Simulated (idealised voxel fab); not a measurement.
Process module heading - voxel air gaps
In the cross-section labelled cut, the width is 295 nm and each square cell is 5 nm.
Cross-section format: a grid of square cells, given as bands from top to bottom; each band is one or more rows of cells.
In this notation a band is specified by the heights of its top and bottom, in that order and in nm, after which its materials appear from left to right, each paired with its width in nm. The word "everywhere" attached to a single material means that material fills the band from edge to edge; the word "blank" stands for empty space.
Heights are reckoned from 0. Under this level, the received wafer is all of one material. The bottommost band is open-ended downward, for example "0 and below".
Width spec "30 to 40" -> top row of cells at first value, bottom row at second value, equal per-row change in between.
The cross-section has no changed cell in any step marked "no change occurred".
Empty spaces without an open route to the top, at least 8 cells in extent, make up the entry "Closed void roster"; each is given as width x height at distance, where the distance is measured from the left edge, and all are in nm.
If you see something after the settings on a step's line, that's the simulator's own remark about that step.
"overlay nm", when on a step's line for a step with a mask, measures how far to the right of its planned place the mask lay; a negative measure means to the left.

[Planned process steps]
1,RECEIVE: material Si
2,CONFORMAL_DEP: material SiO2, thk nm 15
3,CONFORMAL_DEP: material SiCN, thk nm 5
4,DIRECTIONAL_DEP: material lowk, thk nm 40
5,MASKED_ETCH: tone open, mask id LINES, width nm 20, pitch nm 50, etch materials lowk, depth nm 40, overlay nm 0
6,CONFORMAL_DEP: material TiN, thk nm 5
7,FILL_DEP: material W, thk nm 5
8,CMP: height nm 60
9,EPI: material Ru, thk nm 10
10,SELECTIVE_ETCH: etch materials lowk, depth nm 50
11,CONFORMAL_DEP: material SiCN, thk nm 5

[Received-state cross-section, reflecting completion of step 1]
* 0 and below  Si everywhere
* Closed void roster: none

[Figure: cross-sectional view of the wafer upon completion of the module, processed from the initial state and according to the plan depicted above, with one error introduced during execution]
* 70 down to 60  50 blank / 40 Ru / 10 blank / 40 Ru / 10 blank / 40 Ru / 10 blank / 40 Ru / 55 blank
* 60 down to 25  60 blank / 5 TiN / 10 W / 5 TiN / 30 blank / 5 TiN / 10 W / 5 TiN / 30 blank / 5 TiN / 10 W / 5 TiN / 30 blank / 5 TiN / 10 W / 5 TiN / 65 blank
* 25 down to 20  60 blank / 20 TiN / 30 blank / 20 TiN / 30 blank / 20 TiN / 30 blank / 20 TiN / 65 blank
* 20 down to 15  SiCN everywhere
* 15 down to 0  SiO2 everywhere
* 0 and below  Si everywhere
* Closed void roster: none
What went wrong in running the wafer? the plan's step 11 was left out and never carried out
